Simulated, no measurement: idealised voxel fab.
process module | voxel ribs on slabs
Pictured: cross-section cut, 140 nm wide, on a grid of 5 nm square cells.
In this document a cross-section is written as a grid of square cells. It is given as a series of bands, listed from the top down, and a band is one or more rows of cells. Band: top and bottom heights (nm) first, top before bottom; then materials from left to right, widths in nm. "everywhere" marks a sole material filling the band edge to edge. "empty" denotes empty space. Ref level 0: as-received wafer is one material below here. Bottom band extends down with no lower bound ("0 and below"). So if you see something like "30->40" for the width, read it as the top row of the band sitting at the first number and the bottom row at the second, with every row in between moving by the same amount as the last. Given "nothing different" for a step, no cell of the cross-section differs between before and after that step. The entry "Fully sealed cavities" lists the empty spaces that cover at least 8 cells and have no open path to the top. Each is written as width x height at distance, where the distance is measured from the left edge and all three values are in nm. Note: text after step settings on the step line = simulator remark on that step. Each step line may optionally specify "overlay nm", which for a step with a mask gives the rightward distance between the mask's planned place and where it lay, a negative value indicating the leftward direction.
Planned process steps:
1,RECEIVE [material Si]
2,DIRECTIONAL_DEP [material SiO2] [thk nm 30]
3,DIRECTIONAL_DEP [material polySi] [thk nm 15]
4,DIRECTIONAL_DEP [material aC] [thk nm 10]
5,PATTERN [tone cover] [mask id RIB] [material resist] [width nm 20] [thk nm 30] [overlay nm 0]
6,DIRECTIONAL_ETCH [etch materials aC] [depth nm 10]
7,STRIP [etch materials resist]
8,DIRECTIONAL_ETCH [etch materials polySi] [depth nm 5]
9,STRIP [etch materials aC]
10,MASKED_ETCH [tone cover] [mask id SLAB] [width nm 60] [etch materials polySi] [depth nm 10] [overlay nm 0]
11,FILL_DEP [material SiO2] [thk nm 25]
12,CMP [height nm 65]
13,DIRECTIONAL_DEP [material TiN] [thk nm 5]
14,DIRECTIONAL_DEP [material aC] [thk nm 15]
15,PATTERN [tone cover] [mask id HEATER] [material resist] [width nm 30] [thk nm 30] [overlay nm 0]
16,DIRECTIONAL_ETCH [etch materials aC] [depth nm 15]
17,STRIP [etch materials resist]
18,DIRECTIONAL_ETCH [etch materials TiN] [depth nm 5]
19,STRIP [etch materials aC]
20,CONFORMAL_DEP [material SiO2] [thk nm 5]
Shown in cross-section is the wafer as received, that is, as it stands after step 1:
	0 and below = Si everywhere
	Fully sealed cavities: none
Module complete - cross-section of the first of two wafers, run according to plan:
	75 down to 70 = empty 50 nm | SiO2 40 nm | empty 50 nm
	70 down to 65 = SiO2 55 nm | TiN 30 nm | SiO2 55 nm
	65 down to 45 = SiO2 everywhere
	45 down to 40 = SiO2 60 nm | polySi 20 nm | SiO2 60 nm
	40 down to 30 = SiO2 40 nm | polySi 60 nm | SiO2 40 nm
	30 down to 0 = SiO2 everywhere
	0 and below = Si everywhere
	Fully sealed cavities: none
Presented here is a cross-section of the second of the two wafers as it stood at the end of the module. It was started in the same manner and assigned the same plan as the first wafer; however, one mistake was made in its execution:
	75 down to 70 = empty 50 nm | SiO2 40 nm | empty 50 nm
	70 down to 65 = SiO2 55 nm | TiN 30 nm | SiO2 55 nm
	65 down to 60 = SiO2 everywhere
	60 down to 55 = SiO2 60 nm | polySi 20 nm | SiO2 60 nm
	55 down to 45 = SiO2 40 nm | polySi 60 nm | SiO2 40 nm
	45 down to 30 = polySi everywhere
	30 down to 0 = SiO2 everywhere
	0 and below = Si everywhere
	Fully sealed cavities: none
In executing the process, a mistake was made relative to the plan: it should be noted that step 3 of the plan was executed twice
In the final state, the cell counts of the second wafer exceed or fall short of those of the first for the following materials: -84 SiO2, +84 polySi
